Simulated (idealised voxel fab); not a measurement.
Module name: voxel gate over fins (process module)
Xsec cut, 220 nm wide, square cell size 5 nm.
Cross-sections here: square-cell grids, written as top-down lists of bands, a band being one or more rows of cells.
Basically the band line says how high the top is and how high the bottom is, in nm, and then what's in it from left to right, every material with its width in nm. Empty space shows up as "air", and if a single material carries "full width" it runs the full band edge to edge.
Ref level 0: as-received wafer is one material below here. Bottom band extends down with no lower bound ("top 0, no bottom").
A width such as "30..40" changes by the same amount from each row of cells to the next, from the band's top row to its bottom row.
Basically "remained unchanged" means that step didn't change any cell in the cross-section.
Entry "Completely sealed voids". Content: empty spaces with no open connection to the top, size 8 cells or greater. Each: width x height at distance. Distance: from left edge. Unit: nm.
Where a step's line continues beyond its settings, the continuation is a remark by the simulator itself on that step.
"overlay nm" denotes, for a step that has a mask, the displacement of the mask to the right of its planned place, with negative values corresponding to the left.

THIS SECTION LISTS THE PROCESS STEPS THAT WERE PLANNED
1,op RECEIVE | material Si
2,op CONFORMAL_DEP | material SiN | thk nm 5
3,op MASKED_ETCH | tone cover | mask id FINS | width nm 15 | pitch nm 50 | etch materials SiN | depth nm 5 | overlay nm 0
4,op MASKED_ETCH | tone cover | mask id FINS | width nm 15 | pitch nm 50 | etch materials Si | depth nm 40 | overlay nm 0
5,op FILL_DEP | material SiO2 | thk nm 5
6,op CMP | height nm 5
7,op PATTERN | tone open | mask id RAIL | material resist | width nm 15 | thk nm 15 | overlay nm 0
8,op DIRECTIONAL_ETCH | etch materials SiO2 | depth nm 40
9,op STRIP | etch materials resist
10,op CONFORMAL_DEP | material TiN | thk nm 5
11,op FILL_DEP | material Ru | thk nm 10
12,op CMP | height nm 5
13,op SELECTIVE_ETCH | etch materials W Ru TiN | depth nm 30
14,op FILL_DEP | material SiO2 | thk nm 5
15,op CMP | height nm 5
16,op SELECTIVE_ETCH | etch materials SiO2 | depth nm 20
17,op STRIP | etch materials SiN
18,op CONFORMAL_DEP | material HfO2 | thk nm 5
19,op CONFORMAL_DEP | material TiN | thk nm 5
20,op CONFORMAL_DEP | material TiAl | thk nm 5
21,op CONFORMAL_DEP | material TiN | thk nm 5
22,op FILL_DEP | material W | thk nm 15
23,op CMP | height nm 30
24,op CONFORMAL_DEP | material SiN | thk nm 5

STEP 1 COMPLETE: CROSS-SECTION OF THE WAFER AS RECEIVED
  top 0, no bottom | Si full width
  Completely sealed voids: none

RUN AS PLANNED - FIRST OF THE TWO WAFERS CROSS-SECTIONED AT THE END OF THE MODULE
  top 35, bottom 30 | SiN full width
  top 30, bottom 20 | W full width
  top 20, bottom 15 | 30 W, 155 TiN, 35 W
  top 15, bottom 10 | 30 W, 5 TiN, 45 TiAl, 5 TiN, 45 TiAl, 5 TiN, 45 TiAl, 5 TiN, 35 W
  top 10, bottom 5 | 30 W, 5 TiN, 5 TiAl, 35 TiN, 5 TiAl, 5 TiN, 5 TiAl, 35 TiN, 5 TiAl, 5 TiN, 5 TiAl, 35 TiN, 5 TiAl, 5 TiN, 35 W
  top 5, bottom 0 | 35 TiN, 5 TiAl, 5 TiN, 25 HfO2, 5 TiN, 5 TiAl, 5 TiN, 5 TiAl, 5 TiN, 25 HfO2, 5 TiN, 5 TiAl, 5 TiN, 5 TiAl, 5 TiN, 25 HfO2, 5 TiN, 5 TiAl, 40 TiN
  top 0, bottom -5 | 40 TiAl, 5 TiN, 5 HfO2, 15 Si, 5 HfO2, 5 TiN, 15 TiAl, 5 TiN, 5 HfO2, 15 Si, 5 HfO2, 5 TiN, 15 TiAl, 5 TiN, 5 HfO2, 15 Si, 5 HfO2, 5 TiN, 45 TiAl
  top -5, bottom -10 | 45 TiN, 5 HfO2, 15 Si, 5 HfO2, 25 TiN, 5 HfO2, 15 Si, 5 HfO2, 25 TiN, 5 HfO2, 15 Si, 5 HfO2, 50 TiN
  top -10, bottom -15 | 50 HfO2, 15 Si, 35 HfO2, 15 Si, 35 HfO2, 15 Si, 55 HfO2
  top -15, bottom -25 | 50 SiO2, 15 Si, 35 SiO2, 15 Si, 35 SiO2, 15 Si, 55 SiO2
  top -25, bottom -30 | 50 SiO2, 15 Si, 10 SiO2, 5 TiN, 5 Ru, 5 TiN, 10 SiO2, 15 Si, 35 SiO2, 15 Si, 55 SiO2
  top -30, bottom -35 | 50 SiO2, 15 Si, 10 SiO2, 15 TiN, 10 SiO2, 15 Si, 35 SiO2, 15 Si, 55 SiO2
  top -35, bottom -40 | 50 SiO2, 15 Si, 35 SiO2, 15 Si, 35 SiO2, 15 Si, 55 SiO2
  top -40, no bottom | Si full width
  Completely sealed voids: none

CROSS-SECTIONAL IMAGE OF THE SECOND WAFER OF THE TWO FOLLOWING COMPLETION OF THE MODULE. STARTING STATE AND PROCESS PLAN WERE THE SAME AS FOR THE FIRST WAFER; ONE EXECUTION ERROR OCCURRED
  top 35, bottom 30 | SiN full width
  top 30, bottom 20 | W full width
  top 20, bottom 15 | 30 W, 155 TiAl, 35 W
  top 15, bottom 5 | 30 W, 5 TiAl, 45 TiN, 5 TiAl, 45 TiN, 5 TiAl, 45 TiN, 5 TiAl, 35 W
  top 5, bottom 0 | 35 TiAl, 10 TiN, 25 HfO2, 10 TiN, 5 TiAl, 10 TiN, 25 HfO2, 10 TiN, 5 TiAl, 10 TiN, 25 HfO2, 10 TiN, 40 TiAl
  top 0, bottom -10 | 45 TiN, 5 HfO2, 15 Si, 5 HfO2, 25 TiN, 5 HfO2, 15 Si, 5 HfO2, 25 TiN, 5 HfO2, 15 Si, 5 HfO2, 50 TiN
  top -10, bottom -15 | 50 HfO2, 15 Si, 35 HfO2, 15 Si, 35 HfO2, 15 Si, 55 HfO2
  top -15, bottom -25 | 50 SiO2, 15 Si, 35 SiO2, 15 Si, 35 SiO2, 15 Si, 55 SiO2
  top -25, bottom -30 | 50 SiO2, 15 Si, 10 SiO2, 5 TiN, 5 Ru, 5 TiN, 10 SiO2, 15 Si, 35 SiO2, 15 Si, 55 SiO2
  top -30, bottom -35 | 50 SiO2, 15 Si, 10 SiO2, 15 TiN, 10 SiO2, 15 Si, 35 SiO2, 15 Si, 55 SiO2
  top -35, bottom -40 | 50 SiO2, 15 Si, 35 SiO2, 15 Si, 35 SiO2, 15 Si, 55 SiO2
  top -40, no bottom | Si full width
  Completely sealed voids: none
Here's what went sideways: plan vs actual: 20 and 21 interchanged
Count the cells at the end and the second wafer has more or fewer of some materials than the first: TiAl -6; TiN +6
